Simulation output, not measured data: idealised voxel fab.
A process module follows: voxel ribs on slabs.
Each square cell in cross-section cut measures 5 nm, and the section as a whole is 235 nm wide.
Cross-section format: a grid of square cells, given as bands from top to bottom; each band is one or more rows of cells. Top, bottom (nm), then materials left to right with widths (nm); lone material tagged "edge to edge" fills the whole band edge to edge; "empty" = empty space. Convention: height 0 is the level below which the wafer, as received, is all one material. The lowest band does not terminate at the bottom but continues downward, represented as "0 nm and below". When a width is written as two numbers, as in "30->40", the first number is the width in the top row of cells of the band and the second is the width in its bottom row, and the width changes by the same amount from each row to the next. You'll sometimes find "left unchanged" written for a step, and that's the way of saying that nowhere in the cross-section did a cell change during that step. "Unvented cavities" specifies each empty space that is not open to the top and that occupies no fewer than 8 cells, using the form width x height at distance, the distance measured from the left edge and all three quantities in nm. That trailing text on a step's line, after the settings, is the simulator's own remark on the step. overlay nm: step with mask; distance mask lay right of planned place; negative value = left of planned place.
# Process steps foreseen in the plan
1: RECEIVE | material Si
2: DIRECTIONAL_DEP | material SiO2 | thk nm 25
3: DIRECTIONAL_DEP | material polySi | thk nm 25
4: DIRECTIONAL_DEP | material aC | thk nm 10
5: PATTERN | tone cover | mask id RIB | material resist | width nm 25 | thk nm 25 | overlay nm 0
6: DIRECTIONAL_ETCH | etch materials aC | depth nm 10
7: STRIP | etch materials resist
8: DIRECTIONAL_ETCH | etch materials polySi | depth nm 10
9: STRIP | etch materials aC
10: DIRECTIONAL_DEP | material aC | thk nm 15
11: PATTERN | tone cover | mask id SLAB | material resist | width nm 65 | thk nm 35 | overlay nm 0
12: DIRECTIONAL_ETCH | etch materials aC | depth nm 15
13: STRIP | etch materials resist
14: DIRECTIONAL_ETCH | etch materials polySi | depth nm 15
15: STRIP | etch materials aC
16: FILL_DEP | material SiO2 | thk nm 30
17: CMP | height nm 70
18: DIRECTIONAL_DEP | material W | thk nm 5
19: PATTERN | tone cover | mask id HEATER | material resist | width nm 35 | thk nm 15 | overlay nm 0
20: DIRECTIONAL_ETCH | etch materials W | depth nm 5
21: STRIP | etch materials resist
22: CONFORMAL_DEP | material SiN | thk nm 5
# Received-state cross-section, reflecting completion of step 1
    0 nm and below  Si edge to edge
    Unvented cavities: none
# The first of two wafers, cross-sectioned at the end of the module, with the run proceeding as planned
    80 nm to 75 nm  empty 95 nm, SiN 45 nm, empty 95 nm
    75 nm to 70 nm  SiN 100 nm, W 35 nm, SiN 100 nm
    70 nm to 50 nm  SiO2 edge to edge
    50 nm to 40 nm  SiO2 105 nm, polySi 25 nm, SiO2 105 nm
    40 nm to 25 nm  SiO2 85 nm, polySi 65 nm, SiO2 85 nm
    25 nm to 0 nm  SiO2 edge to edge
    0 nm and below  Si edge to edge
    Unvented cavities: none
# Here is the second of the two wafers cut open at the end of the module - same start, same plan as the first one, but we made one mistake running it
    80 nm to 75 nm  empty 95 nm, SiN 45 nm, empty 95 nm
    75 nm to 70 nm  SiN 100 nm, W 35 nm, SiN 100 nm
    70 nm to 25 nm  SiO2 edge to edge
    25 nm to 0 nm  polySi edge to edge
    0 nm and below  Si edge to edge
    Unvented cavities: none
So what did we get wrong on this run? so 2 and 3 got swapped relative to the plan, each ran where the other was supposed to
The second wafer ends with more or fewer cells of some materials than the first, per final count: SiO2 -186 | polySi +186
